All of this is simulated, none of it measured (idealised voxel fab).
Name of the process module below: voxel wiring stack
We display cut, a cross-section 240 nm in width whose square cells are each 5 nm.
Reading order for cross-sections: top band down to bottom band. Underlying form: a grid of square cells. Band size: one or more rows of cells.
Quick guide to a band line: top height, bottom height (nm) up front; then every material left to right with its width in nm. Only one material and it's marked "full width"? Then it fills the band edge to edge. And "air" just means empty space.
The reference from which all heights are counted is 0, the level beneath which the as-received wafer is entirely one material; the lowest band, having no lower bound, proceeds downward and is written after the example "top 0, no bottom".
Quick explanation for "30->40": the width changes in equal steps down the rows of cells, from the first number in the band's top row to the second number in its bottom row.
Key: "no modification" - step with no changed cell in the cross-section.
"Closed void entries": empty spaces of 8 cells or more with no open way to the top, each given as width x height at distance, distance from the left edge, all in nm.
Formally, on a step line, whatever follows the settings is a remark that the simulator itself makes on the step.
overlay nm, on a step with a mask: how far to the right of its planned place the mask lay; to the left if negative

# Intended process steps
1: RECEIVE (material Si)
2: CONFORMAL_DEP (material SiO2; thk nm 10)
3: DIRECTIONAL_DEP (material TiN; thk nm 5)
4: DIRECTIONAL_DEP (material Ru; thk nm 15)
5: PATTERN (tone cover; mask id METAL_1; material resist; width nm 20; pitch nm 45; thk nm 20; overlay nm 0)
6: DIRECTIONAL_ETCH (etch materials Ru; depth nm 15)
7: DIRECTIONAL_ETCH (etch materials TiN; depth nm 5)
8: STRIP (etch materials resist)
9: FILL_DEP (material SiO2; thk nm 10)
10: CMP (height nm 30)
11: CONFORMAL_DEP (material SiCN; thk nm 5)
12: DIRECTIONAL_DEP (material SiO2; thk nm 25)
13: PATTERN (tone open; mask id METAL_2_HOLES; material resist; width nm 15; pitch nm 45; thk nm 20; overlay nm 0)
14: DIRECTIONAL_ETCH (etch materials SiO2; depth nm 25)
15: STRIP (etch materials resist)
16: DIRECTIONAL_DEP (material aC; thk nm 15)
17: PATTERN (tone open; mask id METAL_2; material resist; width nm 20; pitch nm 45; thk nm 35; overlay nm 0)
18: DIRECTIONAL_ETCH (etch materials aC; depth nm 15)
19: STRIP (etch materials resist)
20: DIRECTIONAL_ETCH (etch materials SiO2; depth nm 15)
21: DIRECTIONAL_ETCH (etch materials SiCN; depth nm 5)
22: STRIP (etch materials aC)
23: CONFORMAL_DEP (material TiN; thk nm 5)
24: FILL_DEP (material Cu; thk nm 10)
25: CMP (height nm 60)
26: CONFORMAL_DEP (material SiCN; thk nm 5)
27: DIRECTIONAL_DEP (material SiO2; thk nm 15)
28: DIRECTIONAL_DEP (material aC; thk nm 10)
29: PATTERN (tone open; mask id PLUG_2; material resist; width nm 15; pitch nm 90; thk nm 25; overlay nm 0)
30: DIRECTIONAL_ETCH (etch materials aC; depth nm 10)
31: STRIP (etch materials resist)
32: DIRECTIONAL_ETCH (etch materials SiO2; depth nm 15)
33: DIRECTIONAL_ETCH (etch materials SiCN; depth nm 5)
34: STRIP (etch materials aC)
35: CONFORMAL_DEP (material TiN; thk nm 5)
36: FILL_DEP (material Ru; thk nm 10)
37: CMP (height nm 80)
38: CONFORMAL_DEP (material SiN; thk nm 5)
39: DIRECTIONAL_DEP (material SiO2; thk nm 15)
40: PATTERN (tone open; mask id METAL_3; material resist; width nm 20; pitch nm 45; thk nm 20; overlay nm 0)
41: DIRECTIONAL_ETCH (etch materials SiO2; depth nm 15)
42: DIRECTIONAL_ETCH (etch materials SiN; depth nm 5)
43: STRIP (etch materials resist)
44: CONFORMAL_DEP (material TiN; thk nm 5)
45: FILL_DEP (material Ru; thk nm 10)
46: CMP (height nm 100)
47: EPI (material Ru; thk nm 5)
48: FILL_DEP (material SiCN; thk nm 5)

# Cross-section of the incoming wafer, state after step 1
> top 0, no bottom: Si full width
> Closed void entries: none

# First of two wafers at the end of the module, shown in cross-section; run carried out as planned
> top 110, bottom 105: SiCN full width
> top 105, bottom 100: 35 SiCN, then 30 Ru, then 15 SiCN, then 30 Ru, then 15 SiCN, then 30 Ru, then 15 SiCN, then 30 Ru, then 40 SiCN
> top 100, bottom 85: 40 SiO2, then 5 TiN, then 10 Ru, then 5 TiN, then 25 SiO2, then 5 TiN, then 10 Ru, then 5 TiN, then 25 SiO2, then 5 TiN, then 10 Ru, then 5 TiN, then 25 SiO2, then 5 TiN, then 10 Ru, then 5 TiN, then 45 SiO2
> top 85, bottom 80: 40 SiN, then 20 TiN, then 25 SiN, then 20 TiN, then 25 SiN, then 20 TiN, then 25 SiN, then 20 TiN, then 45 SiN
> top 80, bottom 65: 40 SiO2, then 5 TiN, then 5 Ru, then 5 TiN, then 75 SiO2, then 5 TiN, then 5 Ru, then 5 TiN, then 95 SiO2
> top 65, bottom 60: 40 SiCN, then 15 TiN, then 75 SiCN, then 15 TiN, then 95 SiCN
> top 60, bottom 50: 40 SiO2, then 5 TiN, then 10 Cu, then 5 TiN, then 25 SiO2, then 5 TiN, then 10 Cu, then 5 TiN, then 25 SiO2, then 5 TiN, then 10 Cu, then 5 TiN, then 25 SiO2, then 5 TiN, then 10 Cu, then 5 TiN, then 45 SiO2
> top 50, bottom 45: 40 SiO2, then 5 TiN, then 5 Cu, then 10 TiN, then 25 SiO2, then 5 TiN, then 5 Cu, then 10 TiN, then 25 SiO2, then 5 TiN, then 5 Cu, then 10 TiN, then 25 SiO2, then 5 TiN, then 5 Cu, then 10 TiN, then 45 SiO2
> top 45, bottom 35: 40 SiO2, then 5 TiN, then 5 Cu, then 5 TiN, then 30 SiO2, then 5 TiN, then 5 Cu, then 5 TiN, then 30 SiO2, then 5 TiN, then 5 Cu, then 5 TiN, then 30 SiO2, then 5 TiN, then 5 Cu, then 5 TiN, then 50 SiO2
> top 35, bottom 30: 40 SiCN, then 15 TiN, then 30 SiCN, then 15 TiN, then 30 SiCN, then 15 TiN, then 30 SiCN, then 15 TiN, then 50 SiCN
> top 30, bottom 15: 40 SiO2, then 20 Ru, then 25 SiO2, then 20 Ru, then 25 SiO2, then 20 Ru, then 25 SiO2, then 20 Ru, then 45 SiO2
> top 15, bottom 10: 40 SiO2, then 20 TiN, then 25 SiO2, then 20 TiN, then 25 SiO2, then 20 TiN, then 25 SiO2, then 20 TiN, then 45 SiO2
> top 10, bottom 0: SiO2 full width
> top 0, no bottom: Si full width
> Closed void entries: none

# Second of two wafers, module complete, sectioned: it shares the first wafer's start and plan but was run with one mistake
> top 110, bottom 105: SiCN full width
> top 105, bottom 100: 35 SiCN, then 30 Ru, then 15 SiCN, then 30 Ru, then 15 SiCN, then 30 Ru, then 15 SiCN, then 30 Ru, then 40 SiCN
> top 100, bottom 85: 40 SiO2, then 5 TiN, then 10 Ru, then 5 TiN, then 25 SiO2, then 5 TiN, then 10 Ru, then 5 TiN, then 25 SiO2, then 5 TiN, then 10 Ru, then 5 TiN, then 25 SiO2, then 5 TiN, then 10 Ru, then 5 TiN, then 45 SiO2
> top 85, bottom 80: 40 SiN, then 20 TiN, then 25 SiN, then 20 TiN, then 25 SiN, then 20 TiN, then 25 SiN, then 20 TiN, then 45 SiN
> top 80, bottom 65: TiN full width
> top 65, bottom 60: SiCN full width
> top 60, bottom 50: 40 SiO2, then 5 TiN, then 10 Cu, then 5 TiN, then 25 SiO2, then 5 TiN, then 10 Cu, then 5 TiN, then 25 SiO2, then 5 TiN, then 10 Cu, then 5 TiN, then 25 SiO2, then 5 TiN, then 10 Cu, then 5 TiN, then 45 SiO2
> top 50, bottom 45: 40 SiO2, then 5 TiN, then 5 Cu, then 10 TiN, then 25 SiO2, then 5 TiN, then 5 Cu, then 10 TiN, then 25 SiO2, then 5 TiN, then 5 Cu, then 10 TiN, then 25 SiO2, then 5 TiN, then 5 Cu, then 10 TiN, then 45 SiO2
> top 45, bottom 35: 40 SiO2, then 5 TiN, then 5 Cu, then 5 TiN, then 30 SiO2, then 5 TiN, then 5 Cu, then 5 TiN, then 30 SiO2, then 5 TiN, then 5 Cu, then 5 TiN, then 30 SiO2, then 5 TiN, then 5 Cu, then 5 TiN, then 50 SiO2
> top 35, bottom 30: 40 SiCN, then 15 TiN, then 30 SiCN, then 15 TiN, then 30 SiCN, then 15 TiN, then 30 SiCN, then 15 TiN, then 50 SiCN
> top 30, bottom 15: 40 SiO2, then 20 Ru, then 25 SiO2, then 20 Ru, then 25 SiO2, then 20 Ru, then 25 SiO2, then 20 Ru, then 45 SiO2
> top 15, bottom 10: 40 SiO2, then 20 TiN, then 25 SiO2, then 20 TiN, then 25 SiO2, then 20 TiN, then 25 SiO2, then 20 TiN, then 45 SiO2
> top 10, bottom 0: SiO2 full width
> top 0, no bottom: Si full width
> Closed void entries: none
The plan and the run diverged here: not per plan at step 27, really ran DIRECTIONAL_DEP (material TiN; thk nm 15)
Per the end-of-run cell counts, the second wafer holds more or fewer of some materials than the first: Ru -6, SiCN +6, SiO2 -126, TiN +126
